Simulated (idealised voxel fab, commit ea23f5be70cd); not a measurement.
Presented below is a process module, voxel double patterning.
Section cut is 295 nm wide and gridded with 5 nm square cells.
A cross-section is a grid of square cells, given in bands from the top down. A band is one or more rows of cells.
This entry defines a band. It first specifies the height of the band's top and the height of its bottom in nm, and then specifies the band's materials from left to right, stating each material with its width in nm. The word "full width" identifies a single material that fills the band from edge to edge, while the word "air" identifies empty space.
Basically, 0 is our baseline, since under it the wafer straight out of the box is all one material. The bottom band has no lower end and keeps on going down, so it looks like "from 0 down".
The notation "30 to 40" denotes a width that varies across the rows of cells in the band, beginning at the first number in the top row, finishing at the second number in the bottom row, and changing by an identical amount from each row to the next.
Reading "left unchanged" for a step: not a cell of the cross-section changed in it.
"Sealed void listing" means: voids of 8 cells or more that are shut off from the top with no open way through. Written width x height at distance, distance from the left edge, in nm.
On a step's line, text after the settings is the simulator commenting on that step.
If you see "overlay nm" on a step's line and that step has a mask, it's telling you how far right of where it was planned the mask ended up; a negative number means it went left instead.

[So here's the lineup of process steps we planned]
1) op RECEIVE | material Si
2) op CONFORMAL_DEP | material SiO2 | thk nm 5
3) op DIRECTIONAL_DEP | material W | thk nm 10
4) op DIRECTIONAL_DEP | material SiCN | thk nm 10
5) op DIRECTIONAL_DEP | material aC | thk nm 15
6) op PATTERN | tone open | mask id FIRST | material resist | width nm 15 | pitch nm 50 | thk nm 35 | overlay nm 0
7) op DIRECTIONAL_ETCH | etch materials aC | depth nm 15
8) op STRIP | etch materials resist
9) op DIRECTIONAL_ETCH | etch materials SiCN | depth nm 10
10) op STRIP | etch materials aC
11) op MASKED_ETCH | tone open | mask id SECOND | width nm 15 | etch materials SiCN | depth nm 10 | overlay nm 0
12) op DIRECTIONAL_ETCH | etch materials W | depth nm 10
13) op STRIP | etch materials SiCN

[The first of the two wafers, which ran as planned]

[Incoming wafer in cross-section (state: after step 1)]
> from 0 down | Si full width
> Sealed void listing: none

[Sectional view: wafer, after step 2]
> from 5 to 0 | SiO2 full width
> Everything below 0 is unchanged.

[Sectional view: wafer, after step 3]
> from 15 to 5 | W full width
> Everything below 5 is unchanged.

[Sectional view: wafer, after step 4]
> from 25 to 15 | SiCN full width
> Everything below 15 is unchanged.

[Sectional view: wafer, after step 5]
> from 40 to 25 | aC full width
> Everything below 25 is unchanged.

[Sectional view: wafer, after step 6]
> from 75 to 40 | resist=115 | air=15 | resist=35 | air=15 | resist=115
> Everything below 40 is unchanged.

[Sectional view: wafer, after step 7]
> from 60 to 40 | resist=115 | air=15 | resist=35 | air=15 | resist=115
> from 40 to 25 | aC=115 | air=15 | aC=35 | air=15 | aC=115
> Everything below 25 is unchanged.

[Sectional view: wafer, after step 8]
> from 40 to 25 | aC=115 | air=15 | aC=35 | air=15 | aC=115
> Everything below 25 is unchanged.

[Sectional view: wafer, after step 9]
> from 40 to 25 | aC=115 | air=15 | aC=35 | air=15 | aC=115
> from 25 to 15 | SiCN=115 | air=15 | SiCN=35 | air=15 | SiCN=115
> Everything below 15 is unchanged.

[Sectional view: wafer, after step 10]
> from 25 to 15 | SiCN=115 | air=15 | SiCN=35 | air=15 | SiCN=115
> Everything below 15 is unchanged.

[Sectional view: wafer, after step 11]
> from 25 to 15 | SiCN=115 | air=15 | SiCN=10 | air=15 | SiCN=10 | air=15 | SiCN=115
> Everything below 15 is unchanged.

[Sectional view: wafer, after step 12]
> from 25 to 15 | SiCN=115 | air=15 | SiCN=10 | air=15 | SiCN=10 | air=15 | SiCN=115
> from 15 to 5 | W=115 | air=15 | W=10 | air=15 | W=10 | air=15 | W=115
> Everything below 5 is unchanged.

[Sectional view: wafer, after step 13]
> from 15 to 5 | W=115 | air=15 | W=10 | air=15 | W=10 | air=15 | W=115
> Everything below 5 is unchanged.

[Second wafer, same starting conditions and recipe as the first, one mistake in executing it, nothing differs from the first up to and including step 5]

[Cross-section of the second wafer at the time step 6 of the plan should have ended]
> from 75 to 40 | resist=125 | air=15 | resist=35 | air=15 | resist=105
> Everything below 40 is unchanged.

[Cross-section of the second wafer at the time step 7 of the plan should have ended]
> from 60 to 40 | resist=125 | air=15 | resist=35 | air=15 | resist=105
> from 40 to 25 | aC=125 | air=15 | aC=35 | air=15 | aC=105
> Everything below 25 is unchanged.

[Cross-section of the second wafer at the time step 8 of the plan should have ended]
> from 40 to 25 | aC=125 | air=15 | aC=35 | air=15 | aC=105
> Everything below 25 is unchanged.

[Cross-section of the second wafer at the time step 9 of the plan should have ended]
> from 40 to 25 | aC=125 | air=15 | aC=35 | air=15 | aC=105
> from 25 to 15 | SiCN=125 | air=15 | SiCN=35 | air=15 | SiCN=105
> Everything below 15 is unchanged.

[Cross-section of the second wafer at the time step 10 of the plan should have ended]
> from 25 to 15 | SiCN=125 | air=15 | SiCN=35 | air=15 | SiCN=105
> Everything below 15 is unchanged.

[Cross-section of the second wafer at the time step 11 of the plan should have ended]
> from 25 to 15 | SiCN=125 | air=30 | SiCN=20 | air=15 | SiCN=105
> Everything below 15 is unchanged.

[Cross-section of the second wafer at the time step 12 of the plan should have ended]
> from 25 to 15 | SiCN=125 | air=30 | SiCN=20 | air=15 | SiCN=105
> from 15 to 5 | W=125 | air=30 | W=20 | air=15 | W=105
> Everything below 5 is unchanged.

[Cross-section of the second wafer at the time step 13 of the plan should have ended]
> from 15 to 5 | W=125 | air=30 | W=20 | air=15 | W=105
> Everything below 5 is unchanged.
what went wrong: step 6 did not use the planned setting and instead ran as op PATTERN | tone open | mask id FIRST | material resist | width nm 15 | pitch nm 50 | thk nm 35 | overlay nm 10
The two final wafers agree on how many cells each material fills and disagree on which cells those are.
